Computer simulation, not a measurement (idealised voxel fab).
voxel fin reveal: a process module
Square cells of 5 nm make up the cross-section cut, whose width is 205 nm.
For the purposes of this document, a cross-section shall be understood as a grid of square cells, specified as bands listed in top-to-bottom order, each band consisting of one or more rows of cells. A band entry consists of two parts. The first gives the height of the band's top and the height of its bottom, in nm. The rest lists the band's materials from left to right, each with its width in nm. A single material labelled with the word "edge to edge" fills the band from edge to edge, and the word "blank" marks empty space. Heights from 0 (as-received wafer is one material below). Bottom band endless downward, as "0 nm and below". A width given as "30..40" starts at the first number in the band's top row and ends at the second number in its bottom row, shifting by an equal amount at every step from row to row. Where a step carries "nothing was modified", the cross-section came out of it unchanged, cell for cell. Closed-off voids of 8+ cells (no open route to the top) go in "Enclosed internal voids", written width x height at distance from the left edge, in nm. Read whatever lies past the settings on a step's line as the simulator's own remark about the step. You can add "overlay nm" to a step's line. For a step with a mask, it describes how far the mask lay to the right of its planned position, and a negative number describes a lay to the left.
The process steps that were planned are listed below:
1: RECEIVE (material Si)
2: CONFORMAL_DEP (material SiN; thk nm 5)
3: DIRECTIONAL_DEP (material aC; thk nm 10)
4: PATTERN (tone cover; mask id FINS; material resist; width nm 15; pitch nm 40; thk nm 25; overlay nm 0)
5: DIRECTIONAL_ETCH (etch materials aC; depth nm 10)
6: STRIP (etch materials resist)
7: DIRECTIONAL_ETCH (etch materials SiN; depth nm 5)
8: DIRECTIONAL_ETCH (etch materials Si; depth nm 35)
9: STRIP (etch materials aC)
10: OXIDIZE (depth nm 5)
11: FILL_DEP (material SiO2; thk nm 5)
12: CMP (height nm 5)
13: SELECTIVE_ETCH (etch materials SiO2; depth nm 15)
14: STRIP (etch materials SiN)
15: CONFORMAL_DEP (material SiO2; thk nm 5)
The width nm used in step 4 is not the same on every wafer, whereas the starting condition is; the value printed in the plan is the first wafer's.
First of several wafers (as received, post step 1), cross-sectional view:
- 0 nm and below = Si edge to edge
- Enclosed internal voids: none
Module finished, last step 15 done: cross-section of the first of several wafers:
- 5 nm to 0 nm = blank: 35, then SiO2: 15, then blank: 25, then SiO2: 15, then blank: 25, then SiO2: 15, then blank: 25, then SiO2: 15, then blank: 35
- 0 nm to -5 nm = blank: 35, then SiO2: 5, then Si: 5, then SiO2: 5, then blank: 25, then SiO2: 5, then Si: 5, then SiO2: 5, then blank: 25, then SiO2: 5, then Si: 5, then SiO2: 5, then blank: 25, then SiO2: 5, then Si: 5, then SiO2: 5, then blank: 35
- -5 nm to -40 nm = SiO2: 40, then Si: 5, then SiO2: 35, then Si: 5, then SiO2: 35, then Si: 5, then SiO2: 35, then Si: 5, then SiO2: 40
- -40 nm and below = Si edge to edge
- Enclosed internal voids: none
Final wafer cross-section at module end:
- 5 nm to 0 nm = blank: 30, then SiO2: 25, then blank: 15, then SiO2: 25, then blank: 15, then SiO2: 25, then blank: 15, then SiO2: 25, then blank: 30
- 0 nm to -5 nm = blank: 30, then SiO2: 5, then Si: 15, then SiO2: 5, then blank: 15, then SiO2: 5, then Si: 15, then SiO2: 5, then blank: 15, then SiO2: 5, then Si: 15, then SiO2: 5, then blank: 15, then SiO2: 5, then Si: 15, then SiO2: 5, then blank: 30
- -5 nm to -40 nm = SiO2: 35, then Si: 15, then SiO2: 25, then Si: 15, then SiO2: 25, then Si: 15, then SiO2: 25, then Si: 15, then SiO2: 35
- -40 nm and below = Si edge to edge
- Enclosed internal voids: none
Tabulated below, wafer by wafer, are the end-of-module results: for each material, the number of cells gained (+) or lost (-) relative to the as-received state, followed by the closed voids:
width nm 15, -296 Si, +279 SiO2, Enclosed internal voids: none
width nm 20, -264 Si, +255 SiO2, Enclosed internal voids: none
width nm 25, -232 Si, +231 SiO2, Enclosed internal voids: none
